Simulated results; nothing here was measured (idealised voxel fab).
Proc. module: voxel capacitor over wiring
The cross-section shown here is cut; it is 200 nm wide and divided into square cells measuring 5 nm on a side.
Reading order for cross-sections: top band down to bottom band. Underlying form: a grid of square cells. Band size: one or more rows of cells.
The band entry comprises the height of the band's top followed by the height of its bottom, expressed in nm, and subsequently the band's materials from left to right, each stated together with its width in nm. Where a single material is marked with the word "everywhere", that material fills the band from edge to edge. The word "blank" represents empty space.
All heights in this document are referenced to 0, defined as the level beneath which the wafer, as received, consists entirely of one material. The lowest band is not bounded below; it extends indefinitely downward and is written in the form "0 down".
Top row gets the first number, bottom row gets the second, and each row in between changes by the same step: that is how a band width like "30..40" works.
"nothing altered" means the step left every cell of the cross-section as it was.
Look at "Enclosed void inventory" for the closed voids: empty spaces with no open path to the top, sized 8 cells or up. Each is width x height at distance, distance from the left edge, all nm.
The remark found on a step's line after its settings is issued by the simulator itself and pertains to that step.
Among the settings permitted on a step's line is "overlay nm"; applied to a step with a mask, it specifies the extent to which the mask lay to the right of its planned position, whereas a negative figure signifies a position to the left.
LISTED BELOW ARE THE PROCESS STEPS AS PLANNED
1,RECEIVE (material Si)
2,CONFORMAL_DEP (material SiO2; thk nm 15)
3,CONFORMAL_DEP (material SiCN; thk nm 5)
4,DIRECTIONAL_DEP (material SiO2; thk nm 20)
5,DIRECTIONAL_DEP (material aC; thk nm 15)
6,PATTERN (tone open; mask id METAL_1; material resist; width nm 25; pitch nm 90; thk nm 35; overlay nm 0)
7,DIRECTIONAL_ETCH (etch materials aC; depth nm 15)
8,STRIP (etch materials resist)
9,DIRECTIONAL_ETCH (etch materials SiO2; depth nm 20)
10,DIRECTIONAL_ETCH (etch materials SiCN; depth nm 5)
11,STRIP (etch materials aC)
12,CONFORMAL_DEP (material TiN; thk nm 5)
13,FILL_DEP (material Cu; thk nm 10)
14,CMP (height nm 40)
15,EPI (material Ru; thk nm 5)
16,FILL_DEP (material SiCN; thk nm 5)
17,DIRECTIONAL_DEP (material lowk; thk nm 10)
18,PATTERN (tone open; mask id PLUG_1; material resist; width nm 15; thk nm 20; overlay nm 0)
19,DIRECTIONAL_ETCH (etch materials lowk; depth nm 10)
20,DIRECTIONAL_ETCH (etch materials SiCN; depth nm 5)
21,STRIP (etch materials resist)
22,EPI (material Ru; thk nm 10)
23,EPI (material Ru; thk nm 5)
24,DIRECTIONAL_DEP (material TiN; thk nm 10)
25,DIRECTIONAL_DEP (material HfO2; thk nm 5)
26,DIRECTIONAL_DEP (material TiN; thk nm 5)
27,DIRECTIONAL_DEP (material aC; thk nm 10)
28,PATTERN (tone cover; mask id UPPER_PLATE; material resist; width nm 70; thk nm 25; overlay nm 0)
29,DIRECTIONAL_ETCH (etch materials aC; depth nm 10)
30,STRIP (etch materials resist)
31,DIRECTIONAL_ETCH (etch materials TiN; depth nm 5)
32,DIRECTIONAL_ETCH (etch materials HfO2; depth nm 5)
33,STRIP (etch materials aC)
34,PATTERN (tone cover; mask id LOWER_PLATE; material resist; width nm 80; thk nm 15; overlay nm 0)
35,DIRECTIONAL_ETCH (etch materials TiN; depth nm 10)
36,STRIP (etch materials resist)
37,FILL_DEP (material SiO2; thk nm 20)
38,CMP (height nm 95)
39,DIRECTIONAL_DEP (material aC; thk nm 15)
40,PATTERN (tone open; mask id PLUG_2; material resist; width nm 15; thk nm 30; overlay nm 0)
41,DIRECTIONAL_ETCH (etch materials aC; depth nm 15)
42,STRIP (etch materials resist)
43,DIRECTIONAL_ETCH (etch materials SiO2; depth nm 15)
44,STRIP (etch materials aC)
45,CONFORMAL_DEP (material TiN; thk nm 5)
46,FILL_DEP (material Ru; thk nm 5)
47,CMP (height nm 95)
48,CONFORMAL_DEP (material SiCN; thk nm 5)
FIRST OF THE TWO WAFERS, RUN PER PLAN
HERE'S WHAT THE WAFER LOOKED LIKE IN CROSS-SECTION WHEN IT ARRIVED - THAT'S AFTER STEP 1
- 0 down | Si everywhere
- Enclosed void inventory: none
THE FOLLOWING CROSS-SECTION DEPICTS THE WAFER UPON COMPLETION OF STEP 2
- 15 to 0 | SiO2 everywhere
- Anything lower than 0 is untouched.
THE FOLLOWING CROSS-SECTION DEPICTS THE WAFER UPON COMPLETION OF STEP 3
- 20 to 15 | SiCN everywhere
- Anything lower than 15 is untouched.
THE FOLLOWING CROSS-SECTION DEPICTS THE WAFER UPON COMPLETION OF STEP 4
- 40 to 20 | SiO2 everywhere
- Anything lower than 20 is untouched.
THE FOLLOWING CROSS-SECTION DEPICTS THE WAFER UPON COMPLETION OF STEP 5
- 55 to 40 | aC everywhere
- Anything lower than 40 is untouched.
THE FOLLOWING CROSS-SECTION DEPICTS THE WAFER UPON COMPLETION OF STEP 6
- 90 to 55 | resist 40, then blank 25, then resist 65, then blank 25, then resist 45
- Anything lower than 55 is untouched.
THE FOLLOWING CROSS-SECTION DEPICTS THE WAFER UPON COMPLETION OF STEP 7
- 75 to 55 | resist 40, then blank 25, then resist 65, then blank 25, then resist 45
- 55 to 40 | aC 40, then blank 25, then aC 65, then blank 25, then aC 45
- Anything lower than 40 is untouched.
THE FOLLOWING CROSS-SECTION DEPICTS THE WAFER UPON COMPLETION OF STEP 8
- 55 to 40 | aC 40, then blank 25, then aC 65, then blank 25, then aC 45
- Anything lower than 40 is untouched.
THE FOLLOWING CROSS-SECTION DEPICTS THE WAFER UPON COMPLETION OF STEP 9
- 55 to 40 | aC 40, then blank 25, then aC 65, then blank 25, then aC 45
- 40 to 20 | SiO2 40, then blank 25, then SiO2 65, then blank 25, then SiO2 45
- Anything lower than 20 is untouched.
THE FOLLOWING CROSS-SECTION DEPICTS THE WAFER UPON COMPLETION OF STEP 10
- 55 to 40 | aC 40, then blank 25, then aC 65, then blank 25, then aC 45
- 40 to 20 | SiO2 40, then blank 25, then SiO2 65, then blank 25, then SiO2 45
- 20 to 15 | SiCN 40, then blank 25, then SiCN 65, then blank 25, then SiCN 45
- Anything lower than 15 is untouched.
THE FOLLOWING CROSS-SECTION DEPICTS THE WAFER UPON COMPLETION OF STEP 11
- 40 to 20 | SiO2 40, then blank 25, then SiO2 65, then blank 25, then SiO2 45
- Anything lower than 20 is untouched.
THE FOLLOWING CROSS-SECTION DEPICTS THE WAFER UPON COMPLETION OF STEP 12
- 45 to 40 | TiN 45, then blank 15, then TiN 75, then blank 15, then TiN 50
- 40 to 20 | SiO2 40, then TiN 5, then blank 15, then TiN 5, then SiO2 65, then TiN 5, then blank 15, then TiN 5, then SiO2 45
- 20 to 15 | SiCN 40, then TiN 25, then SiCN 65, then TiN 25, then SiCN 45
- Anything lower than 15 is untouched.
THE FOLLOWING CROSS-SECTION DEPICTS THE WAFER UPON COMPLETION OF STEP 13
- 55 to 45 | Cu everywhere
- 45 to 40 | TiN 45, then Cu 15, then TiN 75, then Cu 15, then TiN 50
- 40 to 20 | SiO2 40, then TiN 5, then Cu 15, then TiN 5, then SiO2 65, then TiN 5, then Cu 15, then TiN 5, then SiO2 45
- Anything lower than 20 is untouched.
THE FOLLOWING CROSS-SECTION DEPICTS THE WAFER UPON COMPLETION OF STEP 14
- 40 to 20 | SiO2 40, then TiN 5, then Cu 15, then TiN 5, then SiO2 65, then TiN 5, then Cu 15, then TiN 5, then SiO2 45
- Anything lower than 20 is untouched.
THE FOLLOWING CROSS-SECTION DEPICTS THE WAFER UPON COMPLETION OF STEP 15
- 45 to 40 | blank 35, then Ru 35, then blank 55, then Ru 35, then blank 40
- Anything lower than 40 is untouched.
THE FOLLOWING CROSS-SECTION DEPICTS THE WAFER UPON COMPLETION OF STEP 16
- 50 to 45 | SiCN everywhere
- 45 to 40 | SiCN 35, then Ru 35, then SiCN 55, then Ru 35, then SiCN 40
- Anything lower than 40 is untouched.
THE FOLLOWING CROSS-SECTION DEPICTS THE WAFER UPON COMPLETION OF STEP 17
- 60 to 50 | lowk everywhere
- Anything lower than 50 is untouched.
THE FOLLOWING CROSS-SECTION DEPICTS THE WAFER UPON COMPLETION OF STEP 18
- 80 to 60 | resist 50, then blank 15, then resist 135
- Anything lower than 60 is untouched.
THE FOLLOWING CROSS-SECTION DEPICTS THE WAFER UPON COMPLETION OF STEP 19
- 80 to 60 | resist 50, then blank 15, then resist 135
- 60 to 50 | lowk 50, then blank 15, then lowk 135
- Anything lower than 50 is untouched.
THE FOLLOWING CROSS-SECTION DEPICTS THE WAFER UPON COMPLETION OF STEP 20
- 80 to 60 | resist 50, then blank 15, then resist 135
- 60 to 50 | lowk 50, then blank 15, then lowk 135
- 50 to 45 | SiCN 50, then blank 15, then SiCN 135
- Anything lower than 45 is untouched.
THE FOLLOWING CROSS-SECTION DEPICTS THE WAFER UPON COMPLETION OF STEP 21
- 60 to 50 | lowk 50, then blank 15, then lowk 135
- Anything lower than 50 is untouched.
THE FOLLOWING CROSS-SECTION DEPICTS THE WAFER UPON COMPLETION OF STEP 22
- 60 to 55 | lowk 50, then blank 15, then lowk 135
- 55 to 50 | lowk 50, then Ru 15, then lowk 135
- 50 to 45 | SiCN 50, then Ru 15, then SiCN 135
- Anything lower than 45 is untouched.
THE FOLLOWING CROSS-SECTION DEPICTS THE WAFER UPON COMPLETION OF STEP 23
- 60 to 50 | lowk 50, then Ru 15, then lowk 135
- Anything lower than 50 is untouched.
THE FOLLOWING CROSS-SECTION DEPICTS THE WAFER UPON COMPLETION OF STEP 24
- 70 to 60 | TiN everywhere
- Anything lower than 60 is untouched.
THE FOLLOWING CROSS-SECTION DEPICTS THE WAFER UPON COMPLETION OF STEP 25
- 75 to 70 | HfO2 everywhere
- Anything lower than 70 is untouched.
THE FOLLOWING CROSS-SECTION DEPICTS THE WAFER UPON COMPLETION OF STEP 26
- 80 to 75 | TiN everywhere
- Anything lower than 75 is untouched.
THE FOLLOWING CROSS-SECTION DEPICTS THE WAFER UPON COMPLETION OF STEP 27
- 90 to 80 | aC everywhere
- Anything lower than 80 is untouched.
THE FOLLOWING CROSS-SECTION DEPICTS THE WAFER UPON COMPLETION OF STEP 28
- 115 to 90 | blank 50, then resist 70, then blank 80
- Anything lower than 90 is untouched.
THE FOLLOWING CROSS-SECTION DEPICTS THE WAFER UPON COMPLETION OF STEP 29
- 105 to 90 | blank 50, then resist 70, then blank 80
- 90 to 80 | blank 50, then aC 70, then blank 80
- Anything lower than 80 is untouched.
THE FOLLOWING CROSS-SECTION DEPICTS THE WAFER UPON COMPLETION OF STEP 30
- 90 to 80 | blank 50, then aC 70, then blank 80
- Anything lower than 80 is untouched.
THE FOLLOWING CROSS-SECTION DEPICTS THE WAFER UPON COMPLETION OF STEP 31
- 90 to 80 | blank 50, then aC 70, then blank 80
- 80 to 75 | blank 50, then TiN 70, then blank 80
- Anything lower than 75 is untouched.
THE FOLLOWING CROSS-SECTION DEPICTS THE WAFER UPON COMPLETION OF STEP 32
- 90 to 80 | blank 50, then aC 70, then blank 80
- 80 to 75 | blank 50, then TiN 70, then blank 80
- 75 to 70 | blank 50, then HfO2 70, then blank 80
- Anything lower than 70 is untouched.
THE FOLLOWING CROSS-SECTION DEPICTS THE WAFER UPON COMPLETION OF STEP 33
- 80 to 75 | blank 50, then TiN 70, then blank 80
- Anything lower than 75 is untouched.
THE FOLLOWING CROSS-SECTION DEPICTS THE WAFER UPON COMPLETION OF STEP 34
- 95 to 80 | blank 45, then resist 80, then blank 75
- 80 to 75 | blank 45, then resist 5, then TiN 70, then resist 5, then blank 75
- 75 to 70 | blank 45, then resist 5, then HfO2 70, then resist 5, then blank 75
- Anything lower than 70 is untouched.
THE FOLLOWING CROSS-SECTION DEPICTS THE WAFER UPON COMPLETION OF STEP 35
- 95 to 80 | blank 45, then resist 80, then blank 75
- 80 to 75 | blank 45, then resist 5, then TiN 70, then resist 5, then blank 75
- 75 to 70 | blank 45, then resist 5, then HfO2 70, then resist 5, then blank 75
- 70 to 60 | blank 45, then TiN 80, then blank 75
- Anything lower than 60 is untouched.
THE FOLLOWING CROSS-SECTION DEPICTS THE WAFER UPON COMPLETION OF STEP 36
- 80 to 75 | blank 50, then TiN 70, then blank 80
- 75 to 70 | blank 50, then HfO2 70, then blank 80
- Anything lower than 70 is untouched.
THE FOLLOWING CROSS-SECTION DEPICTS THE WAFER UPON COMPLETION OF STEP 37
- 100 to 80 | SiO2 everywhere
- 80 to 75 | SiO2 50, then TiN 70, then SiO2 80
- 75 to 70 | SiO2 50, then HfO2 70, then SiO2 80
- 70 to 60 | SiO2 45, then TiN 80, then SiO2 75
- Anything lower than 60 is untouched.
THE FOLLOWING CROSS-SECTION DEPICTS THE WAFER UPON COMPLETION OF STEP 38
- 95 to 80 | SiO2 everywhere
- Anything lower than 80 is untouched.
THE FOLLOWING CROSS-SECTION DEPICTS THE WAFER UPON COMPLETION OF STEP 39
- 110 to 95 | aC everywhere
- Anything lower than 95 is untouched.
THE FOLLOWING CROSS-SECTION DEPICTS THE WAFER UPON COMPLETION OF STEP 40
- 140 to 110 | resist 60, then blank 15, then resist 125
- Anything lower than 110 is untouched.
THE FOLLOWING CROSS-SECTION DEPICTS THE WAFER UPON COMPLETION OF STEP 41
- 125 to 110 | resist 60, then blank 15, then resist 125
- 110 to 95 | aC 60, then blank 15, then aC 125
- Anything lower than 95 is untouched.
THE FOLLOWING CROSS-SECTION DEPICTS THE WAFER UPON COMPLETION OF STEP 42
- 110 to 95 | aC 60, then blank 15, then aC 125
- Anything lower than 95 is untouched.
THE FOLLOWING CROSS-SECTION DEPICTS THE WAFER UPON COMPLETION OF STEP 43
- 110 to 95 | aC 60, then blank 15, then aC 125
- 95 to 80 | SiO2 60, then blank 15, then SiO2 125
- Anything lower than 80 is untouched.
THE FOLLOWING CROSS-SECTION DEPICTS THE WAFER UPON COMPLETION OF STEP 44
- 95 to 80 | SiO2 60, then blank 15, then SiO2 125
- Anything lower than 80 is untouched.
THE FOLLOWING CROSS-SECTION DEPICTS THE WAFER UPON COMPLETION OF STEP 45
- 100 to 95 | TiN 65, then blank 5, then TiN 130
- 95 to 85 | SiO2 60, then TiN 5, then blank 5, then TiN 5, then SiO2 125
- 85 to 75 | SiO2 60..50, then TiN 15..70, then SiO2 125..80
- Anything lower than 75 is untouched.
THE FOLLOWING CROSS-SECTION DEPICTS THE WAFER UPON COMPLETION OF STEP 46
- 105 to 100 | Ru everywhere
- 100 to 95 | TiN 65, then Ru 5, then TiN 130
- 95 to 85 | SiO2 60, then TiN 5, then Ru 5, then TiN 5, then SiO2 125
- Anything lower than 85 is untouched.
THE FOLLOWING CROSS-SECTION DEPICTS THE WAFER UPON COMPLETION OF STEP 47
- 95 to 85 | SiO2 60, then TiN 5, then Ru 5, then TiN 5, then SiO2 125
- Anything lower than 85 is untouched.
THE FOLLOWING CROSS-SECTION DEPICTS THE WAFER UPON COMPLETION OF STEP 48
- 100 to 95 | SiCN everywhere
- Anything lower than 95 is untouched.
HERE THE SECOND WAFER IS DESCRIBED. ITS START AND ITS PLAN WERE THOSE OF THE FIRST WAFER. ITS RUN CONTAINED ONE MISTAKE. UP TO AND INCLUDING STEP 1, IT DID EXACTLY WHAT THE FIRST WAFER DID
SECOND WAFER, CUT VIEW, END OF STEP 2 PER PLAN
- 5 to 0 | SiCN everywhere
- Anything lower than 0 is untouched.
SECOND WAFER, CUT VIEW, END OF STEP 3 PER PLAN
- 20 to 5 | SiO2 everywhere
- Anything lower than 5 is untouched.
SECOND WAFER, CUT VIEW, END OF STEP 4 PER PLAN
- 40 to 5 | SiO2 everywhere
- Anything lower than 5 is untouched.
SECOND WAFER, CUT VIEW, END OF STEP 5 PER PLAN
- 55 to 40 | aC everywhere
- Anything lower than 40 is untouched.
SECOND WAFER, CUT VIEW, END OF STEP 6 PER PLAN
- 90 to 55 | resist 40, then blank 25, then resist 65, then blank 25, then resist 45
- Anything lower than 55 is untouched.
SECOND WAFER, CUT VIEW, END OF STEP 7 PER PLAN
- 75 to 55 | resist 40, then blank 25, then resist 65, then blank 25, then resist 45
- 55 to 40 | aC 40, then blank 25, then aC 65, then blank 25, then aC 45
- Anything lower than 40 is untouched.
SECOND WAFER, CUT VIEW, END OF STEP 8 PER PLAN
- 55 to 40 | aC 40, then blank 25, then aC 65, then blank 25, then aC 45
- Anything lower than 40 is untouched.
SECOND WAFER, CUT VIEW, END OF STEP 9 PER PLAN
- 55 to 40 | aC 40, then blank 25, then aC 65, then blank 25, then aC 45
- 40 to 20 | SiO2 40, then blank 25, then SiO2 65, then blank 25, then SiO2 45
- Anything lower than 20 is untouched.
Second wafer, cut view, end of step 10 per plan: nothing altered
SECOND WAFER, CUT VIEW, END OF STEP 11 PER PLAN
- 40 to 20 | SiO2 40, then blank 25, then SiO2 65, then blank 25, then SiO2 45
- Anything lower than 20 is untouched.
SECOND WAFER, CUT VIEW, END OF STEP 12 PER PLAN
- 45 to 40 | TiN 45, then blank 15, then TiN 75, then blank 15, then TiN 50
- 40 to 25 | SiO2 40, then TiN 5, then blank 15, then TiN 5, then SiO2 65, then TiN 5, then blank 15, then TiN 5, then SiO2 45
- 25 to 20 | SiO2 40, then TiN 25, then SiO2 65, then TiN 25, then SiO2 45
- Anything lower than 20 is untouched.
SECOND WAFER, CUT VIEW, END OF STEP 13 PER PLAN
- 55 to 45 | Cu everywhere
- 45 to 40 | TiN 45, then Cu 15, then TiN 75, then Cu 15, then TiN 50
- 40 to 25 | SiO2 40, then TiN 5, then Cu 15, then TiN 5, then SiO2 65, then TiN 5, then Cu 15, then TiN 5, then SiO2 45
- Anything lower than 25 is untouched.
SECOND WAFER, CUT VIEW, END OF STEP 14 PER PLAN
- 40 to 25 | SiO2 40, then TiN 5, then Cu 15, then TiN 5, then SiO2 65, then TiN 5, then Cu 15, then TiN 5, then SiO2 45
- Anything lower than 25 is untouched.
SECOND WAFER, CUT VIEW, END OF STEP 15 PER PLAN
- 45 to 40 | blank 35, then Ru 35, then blank 55, then Ru 35, then blank 40
- Anything lower than 40 is untouched.
SECOND WAFER, CUT VIEW, END OF STEP 16 PER PLAN
- 50 to 45 | SiCN everywhere
- 45 to 40 | SiCN 35, then Ru 35, then SiCN 55, then Ru 35, then SiCN 40
- Anything lower than 40 is untouched.
SECOND WAFER, CUT VIEW, END OF STEP 17 PER PLAN
- 60 to 50 | lowk everywhere
- Anything lower than 50 is untouched.
SECOND WAFER, CUT VIEW, END OF STEP 18 PER PLAN
- 80 to 60 | resist 50, then blank 15, then resist 135
- Anything lower than 60 is untouched.
SECOND WAFER, CUT VIEW, END OF STEP 19 PER PLAN
- 80 to 60 | resist 50, then blank 15, then resist 135
- 60 to 50 | lowk 50, then blank 15, then lowk 135
- Anything lower than 50 is untouched.
SECOND WAFER, CUT VIEW, END OF STEP 20 PER PLAN
- 80 to 60 | resist 50, then blank 15, then resist 135
- 60 to 50 | lowk 50, then blank 15, then lowk 135
- 50 to 45 | SiCN 50, then blank 15, then SiCN 135
- Anything lower than 45 is untouched.
SECOND WAFER, CUT VIEW, END OF STEP 21 PER PLAN
- 60 to 50 | lowk 50, then blank 15, then lowk 135
- Anything lower than 50 is untouched.
SECOND WAFER, CUT VIEW, END OF STEP 22 PER PLAN
- 60 to 55 | lowk 50, then blank 15, then lowk 135
- 55 to 50 | lowk 50, then Ru 15, then lowk 135
- 50 to 45 | SiCN 50, then Ru 15, then SiCN 135
- Anything lower than 45 is untouched.
SECOND WAFER, CUT VIEW, END OF STEP 23 PER PLAN
- 60 to 50 | lowk 50, then Ru 15, then lowk 135
- Anything lower than 50 is untouched.
SECOND WAFER, CUT VIEW, END OF STEP 24 PER PLAN
- 70 to 60 | TiN everywhere
- Anything lower than 60 is untouched.
SECOND WAFER, CUT VIEW, END OF STEP 25 PER PLAN
- 75 to 70 | HfO2 everywhere
- Anything lower than 70 is untouched.
SECOND WAFER, CUT VIEW, END OF STEP 26 PER PLAN
- 80 to 75 | TiN everywhere
- Anything lower than 75 is untouched.
SECOND WAFER, CUT VIEW, END OF STEP 27 PER PLAN
- 90 to 80 | aC everywhere
- Anything lower than 80 is untouched.
SECOND WAFER, CUT VIEW, END OF STEP 28 PER PLAN
- 115 to 90 | blank 50, then resist 70, then blank 80
- Anything lower than 90 is untouched.
SECOND WAFER, CUT VIEW, END OF STEP 29 PER PLAN
- 105 to 90 | blank 50, then resist 70, then blank 80
- 90 to 80 | blank 50, then aC 70, then blank 80
- Anything lower than 80 is untouched.
SECOND WAFER, CUT VIEW, END OF STEP 30 PER PLAN
- 90 to 80 | blank 50, then aC 70, then blank 80
- Anything lower than 80 is untouched.
SECOND WAFER, CUT VIEW, END OF STEP 31 PER PLAN
- 90 to 80 | blank 50, then aC 70, then blank 80
- 80 to 75 | blank 50, then TiN 70, then blank 80
- Anything lower than 75 is untouched.
SECOND WAFER, CUT VIEW, END OF STEP 32 PER PLAN
- 90 to 80 | blank 50, then aC 70, then blank 80
- 80 to 75 | blank 50, then TiN 70, then blank 80
- 75 to 70 | blank 50, then HfO2 70, then blank 80
- Anything lower than 70 is untouched.
SECOND WAFER, CUT VIEW, END OF STEP 33 PER PLAN
- 80 to 75 | blank 50, then TiN 70, then blank 80
- Anything lower than 75 is untouched.
SECOND WAFER, CUT VIEW, END OF STEP 34 PER PLAN
- 95 to 80 | blank 45, then resist 80, then blank 75
- 80 to 75 | blank 45, then resist 5, then TiN 70, then resist 5, then blank 75
- 75 to 70 | blank 45, then resist 5, then HfO2 70, then resist 5, then blank 75
- Anything lower than 70 is untouched.
SECOND WAFER, CUT VIEW, END OF STEP 35 PER PLAN
- 95 to 80 | blank 45, then resist 80, then blank 75
- 80 to 75 | blank 45, then resist 5, then TiN 70, then resist 5, then blank 75
- 75 to 70 | blank 45, then resist 5, then HfO2 70, then resist 5, then blank 75
- 70 to 60 | blank 45, then TiN 80, then blank 75
- Anything lower than 60 is untouched.
SECOND WAFER, CUT VIEW, END OF STEP 36 PER PLAN
- 80 to 75 | blank 50, then TiN 70, then blank 80
- 75 to 70 | blank 50, then HfO2 70, then blank 80
- Anything lower than 70 is untouched.
SECOND WAFER, CUT VIEW, END OF STEP 37 PER PLAN
- 100 to 80 | SiO2 everywhere
- 80 to 75 | SiO2 50, then TiN 70, then SiO2 80
- 75 to 70 | SiO2 50, then HfO2 70, then SiO2 80
- 70 to 60 | SiO2 45, then TiN 80, then SiO2 75
- Anything lower than 60 is untouched.
SECOND WAFER, CUT VIEW, END OF STEP 38 PER PLAN
- 95 to 80 | SiO2 everywhere
- Anything lower than 80 is untouched.
SECOND WAFER, CUT VIEW, END OF STEP 39 PER PLAN
- 110 to 95 | aC everywhere
- Anything lower than 95 is untouched.
SECOND WAFER, CUT VIEW, END OF STEP 40 PER PLAN
- 140 to 110 | resist 60, then blank 15, then resist 125
- Anything lower than 110 is untouched.
SECOND WAFER, CUT VIEW, END OF STEP 41 PER PLAN
- 125 to 110 | resist 60, then blank 15, then resist 125
- 110 to 95 | aC 60, then blank 15, then aC 125
- Anything lower than 95 is untouched.
SECOND WAFER, CUT VIEW, END OF STEP 42 PER PLAN
- 110 to 95 | aC 60, then blank 15, then aC 125
- Anything lower than 95 is untouched.
SECOND WAFER, CUT VIEW, END OF STEP 43 PER PLAN
- 110 to 95 | aC 60, then blank 15, then aC 125
- 95 to 80 | SiO2 60, then blank 15, then SiO2 125
- Anything lower than 80 is untouched.
SECOND WAFER, CUT VIEW, END OF STEP 44 PER PLAN
- 95 to 80 | SiO2 60, then blank 15, then SiO2 125
- Anything lower than 80 is untouched.
SECOND WAFER, CUT VIEW, END OF STEP 45 PER PLAN
- 100 to 95 | TiN 65, then blank 5, then TiN 130
- 95 to 85 | SiO2 60, then TiN 5, then blank 5, then TiN 5, then SiO2 125
- 85 to 75 | SiO2 60..50, then TiN 15..70, then SiO2 125..80
- Anything lower than 75 is untouched.
SECOND WAFER, CUT VIEW, END OF STEP 46 PER PLAN
- 105 to 100 | Ru everywhere
- 100 to 95 | TiN 65, then Ru 5, then TiN 130
- 95 to 85 | SiO2 60, then TiN 5, then Ru 5, then TiN 5, then SiO2 125
- Anything lower than 85 is untouched.
SECOND WAFER, CUT VIEW, END OF STEP 47 PER PLAN
- 95 to 85 | SiO2 60, then TiN 5, then Ru 5, then TiN 5, then SiO2 125
- Anything lower than 85 is untouched.
SECOND WAFER, CUT VIEW, END OF STEP 48 PER PLAN
- 100 to 95 | SiCN everywhere
- Anything lower than 95 is untouched.
It is concluded that the wafer was processed incorrectly with respect to the plan, in that the run placed steps 2 and 3 each in the position the plan gave to the other
The second wafer ends with more or fewer cells of some materials than the first, per final count: Cu -6 | SiCN +10 | TiN -4
